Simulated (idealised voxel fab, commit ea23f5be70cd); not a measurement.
process module | voxel spacer lines
cross-section cut | 185 nm wide | cells 5 nm
A cross-section is a grid of square cells, given in bands from the top down. A band is one or more rows of cells.
Each band's line starts with the height of the band's top and of its bottom, in nm. Then come its materials from left to right, each with its width in nm. One material with "throughout" fills the band from edge to edge. "air" is empty space.
Height 0 is the level under which the wafer as received is all one material. The lowest band goes on downwards, as in "0 down".
A width such as "30 to 40" changes by the same amount from each row of cells to the next, from the band's top row to its bottom row.
"no change" after a step means that no cell of the cross-section changed.
closed voids: empty space of 8 cells or more with no open way to the top, each as width x height at its distance from the left edge, in nm
after a step's settings: what the simulator itself notes on the step
overlay nm, on a step with a mask: how far to the right of its planned place the mask lay; to the left if negative
plan
1 op RECEIVE | material Si
2 op CONFORMAL_DEP | material Al2O3 | thk nm 5
3 op DIRECTIONAL_DEP | material SiN | thk nm 10
4 op DIRECTIONAL_DEP | material polySi | thk nm 30
5 op PATTERN | tone cover | mask id MANDREL | material resist | width nm 15 | pitch nm 50 | thk nm 40 | overlay nm 0
6 op DIRECTIONAL_ETCH | etch materials polySi | depth nm 30
7 op STRIP | etch materials resist
8 op CONFORMAL_DEP | material SiO2 | thk nm 10
9 op DIRECTIONAL_ETCH | etch materials SiO2 | depth nm 10
10 op STRIP | etch materials polySi
11 op DIRECTIONAL_ETCH | etch materials SiN | depth nm 10
12 op STRIP | etch materials SiO2
first wafer, as planned
as received, after step 1
  0 down: Si throughout
  closed voids: none
after step 2
  5 to 0: Al2O3 throughout
  below 0: unchanged
after step 3
  15 to 5: SiN throughout
  below 5: unchanged
after step 4
  45 to 15: polySi throughout
  below 15: unchanged
after step 5
  85 to 45: air 60 | resist 15 | air 35 | resist 15 | air 60
  below 45: unchanged
after step 6
  85 to 45: air 60 | resist 15 | air 35 | resist 15 | air 60
  45 to 15: air 60 | polySi 15 | air 35 | polySi 15 | air 60
  below 15: unchanged
after step 7
  45 to 15: air 60 | polySi 15 | air 35 | polySi 15 | air 60
  below 15: unchanged
after step 8
  55 to 45: air 50 | SiO2 35 | air 15 | SiO2 35 | air 50
  45 to 25: air 50 | SiO2 10 | polySi 15 | SiO2 10 | air 15 | SiO2 10 | polySi 15 | SiO2 10 | air 50
  25 to 15: SiO2 60 | polySi 15 | SiO2 35 | polySi 15 | SiO2 60
  below 15: unchanged
after step 9
  45 to 15: air 50 | SiO2 10 | polySi 15 | SiO2 10 | air 15 | SiO2 10 | polySi 15 | SiO2 10 | air 50
  below 15: unchanged
after step 10
  45 to 15: air 50 | SiO2 10 | air 15 | SiO2 10 | air 15 | SiO2 10 | air 15 | SiO2 10 | air 50
  below 15: unchanged
after step 11
  45 to 15: air 50 | SiO2 10 | air 15 | SiO2 10 | air 15 | SiO2 10 | air 15 | SiO2 10 | air 50
  15 to 5: air 50 | SiN 10 | air 15 | SiN 10 | air 15 | SiN 10 | air 15 | SiN 10 | air 50
  below 5: unchanged
after step 12
  15 to 5: air 50 | SiN 10 | air 15 | SiN 10 | air 15 | SiN 10 | air 15 | SiN 10 | air 50
  below 5: unchanged
second wafer: like start, like plan, one mistake. Through step 1 it matches the first wafer
when step 2 should have ended: no change
when step 3 should have ended
  10 to 0: SiN throughout
  below 0: unchanged
when step 4 should have ended
  40 to 10: polySi throughout
  below 10: unchanged
when step 5 should have ended
  80 to 40: air 60 | resist 15 | air 35 | resist 15 | air 60
  below 40: unchanged
when step 6 should have ended
  80 to 40: air 60 | resist 15 | air 35 | resist 15 | air 60
  40 to 10: air 60 | polySi 15 | air 35 | polySi 15 | air 60
  below 10: unchanged
when step 7 should have ended
  40 to 10: air 60 | polySi 15 | air 35 | polySi 15 | air 60
  below 10: unchanged
when step 8 should have ended
  50 to 40: air 50 | SiO2 35 | air 15 | SiO2 35 | air 50
  40 to 20: air 50 | SiO2 10 | polySi 15 | SiO2 10 | air 15 | SiO2 10 | polySi 15 | SiO2 10 | air 50
  20 to 10: SiO2 60 | polySi 15 | SiO2 35 | polySi 15 | SiO2 60
  below 10: unchanged
when step 9 should have ended
  40 to 10: air 50 | SiO2 10 | polySi 15 | SiO2 10 | air 15 | SiO2 10 | polySi 15 | SiO2 10 | air 50
  below 10: unchanged
when step 10 should have ended
  40 to 10: air 50 | SiO2 10 | air 15 | SiO2 10 | air 15 | SiO2 10 | air 15 | SiO2 10 | air 50
  below 10: unchanged
when step 11 should have ended
  40 to 10: air 50 | SiO2 10 | air 15 | SiO2 10 | air 15 | SiO2 10 | air 15 | SiO2 10 | air 50
  10 to 0: air 50 | SiN 10 | air 15 | SiN 10 | air 15 | SiN 10 | air 15 | SiN 10 | air 50
  below 0: unchanged
when step 12 should have ended
  10 to 0: air 50 | SiN 10 | air 15 | SiN 10 | air 15 | SiN 10 | air 15 | SiN 10 | air 50
  below 0: unchanged
what went wrong: step 2 was left out
at the end the second wafer has, in cells: 37 fewer of Al2O3
